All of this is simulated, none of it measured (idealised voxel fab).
process module | voxel fin reveal
cross-section cut | 250 nm wide | cells 5 nm
A cross-section is a grid of square cells, given in bands from the top down. A band is one or more rows of cells.
Each band's line starts with the height of the band's top and of its bottom, in nm. Then come its materials from left to right, each with its width in nm. One material with "throughout" fills the band from edge to edge. "air" is empty space.
Height 0 is the level under which the wafer as received is all one material. The lowest band goes on downwards, as in "0 down".
A width such as "30 to 40" changes by the same amount from each row of cells to the next, from the band's top row to its bottom row.
"no change" after a step means that no cell of the cross-section changed.
closed voids: empty space of 8 cells or more with no open way to the top, each as width x height at its distance from the left edge, in nm
after a step's settings: what the simulator itself notes on the step
overlay nm, on a step with a mask: how far to the right of its planned place the mask lay; to the left if negative
plan
1 op RECEIVE | material Si
2 op CONFORMAL_DEP | material SiN | thk nm 5
3 op PATTERN | tone cover | mask id FINS | material resist | width nm 15 | pitch nm 45 | thk nm 20 | overlay nm 0
4 op DIRECTIONAL_ETCH | etch materials SiN | depth nm 5
5 op DIRECTIONAL_ETCH | etch materials Si | depth nm 35
6 op STRIP | etch materials resist
7 op FILL_DEP | material SiO2 | thk nm 5
8 op CMP | height nm 5
9 op SELECTIVE_ETCH | etch materials SiO2 | depth nm 15
10 op STRIP | etch materials SiN
11 op CONFORMAL_DEP | material HfO2 | thk nm 5
first wafer, as planned
as received, after step 1
  0 down: Si throughout
  closed voids: none
after step 2
  5 to 0: SiN throughout
  below 0: unchanged
after step 3
  25 to 5: air 50 | resist 15 | air 30 | resist 15 | air 30 | resist 15 | air 30 | resist 15 | air 50
  below 5: unchanged
after step 4
  25 to 5: air 50 | resist 15 | air 30 | resist 15 | air 30 | resist 15 | air 30 | resist 15 | air 50
  5 to 0: air 50 | SiN 15 | air 30 | SiN 15 | air 30 | SiN 15 | air 30 | SiN 15 | air 50
  below 0: unchanged
after step 5
  25 to 5: air 50 | resist 15 | air 30 | resist 15 | air 30 | resist 15 | air 30 | resist 15 | air 50
  5 to 0: air 50 | SiN 15 | air 30 | SiN 15 | air 30 | SiN 15 | air 30 | SiN 15 | air 50
  0 to -35: air 50 | Si 15 | air 30 | Si 15 | air 30 | Si 15 | air 30 | Si 15 | air 50
  below -35: unchanged
after step 6
  5 to 0: air 50 | SiN 15 | air 30 | SiN 15 | air 30 | SiN 15 | air 30 | SiN 15 | air 50
  below 0: unchanged
after step 7
  10 to 5: SiO2 throughout
  5 to 0: SiO2 50 | SiN 15 | SiO2 30 | SiN 15 | SiO2 30 | SiN 15 | SiO2 30 | SiN 15 | SiO2 50
  0 to -35: SiO2 50 | Si 15 | SiO2 30 | Si 15 | SiO2 30 | Si 15 | SiO2 30 | Si 15 | SiO2 50
  below -35: unchanged
after step 8
  5 to 0: SiO2 50 | SiN 15 | SiO2 30 | SiN 15 | SiO2 30 | SiN 15 | SiO2 30 | SiN 15 | SiO2 50
  below 0: unchanged
after step 9
  5 to 0: air 50 | SiN 15 | air 30 | SiN 15 | air 30 | SiN 15 | air 30 | SiN 15 | air 50
  0 to -10: air 50 | Si 15 | air 30 | Si 15 | air 30 | Si 15 | air 30 | Si 15 | air 50
  below -10: unchanged
after step 10
  0 to -10: air 50 | Si 15 | air 30 | Si 15 | air 30 | Si 15 | air 30 | Si 15 | air 50
  below -10: unchanged
after step 11
  5 to 0: air 45 | HfO2 25 | air 20 | HfO2 25 | air 20 | HfO2 25 | air 20 | HfO2 25 | air 45
  0 to -5: air 45 | HfO2 5 | Si 15 | HfO2 5 | air 20 | HfO2 5 | Si 15 | HfO2 5 | air 20 | HfO2 5 | Si 15 | HfO2 5 | air 20 | HfO2 5 | Si 15 | HfO2 5 | air 45
  -5 to -10: HfO2 50 | Si 15 | HfO2 30 | Si 15 | HfO2 30 | Si 15 | HfO2 30 | Si 15 | HfO2 50
  below -10: unchanged
second wafer: like start, like plan, one mistake. Through step 8 it matches the first wafer
when step 9 should have ended
  5 to 0: air 50 | SiN 15 | air 30 | SiN 15 | air 30 | SiN 15 | air 30 | SiN 15 | air 50
  0 to -25: air 50 | Si 15 | air 30 | Si 15 | air 30 | Si 15 | air 30 | Si 15 | air 50
  below -25: unchanged
when step 10 should have ended
  0 to -25: air 50 | Si 15 | air 30 | Si 15 | air 30 | Si 15 | air 30 | Si 15 | air 50
  below -25: unchanged
when step 11 should have ended
  5 to 0: air 45 | HfO2 25 | air 20 | HfO2 25 | air 20 | HfO2 25 | air 20 | HfO2 25 | air 45
  0 to -20: air 45 | HfO2 5 | Si 15 | HfO2 5 | air 20 | HfO2 5 | Si 15 | HfO2 5 | air 20 | HfO2 5 | Si 15 | HfO2 5 | air 20 | HfO2 5 | Si 15 | HfO2 5 | air 45
  -20 to -25: HfO2 50 | Si 15 | HfO2 30 | Si 15 | HfO2 30 | Si 15 | HfO2 30 | Si 15 | HfO2 50
  below -25: unchanged
what went wrong: step 9 was run twice
at the end the second wafer has, in cells: 24 more of HfO2 | 114 fewer of SiO2
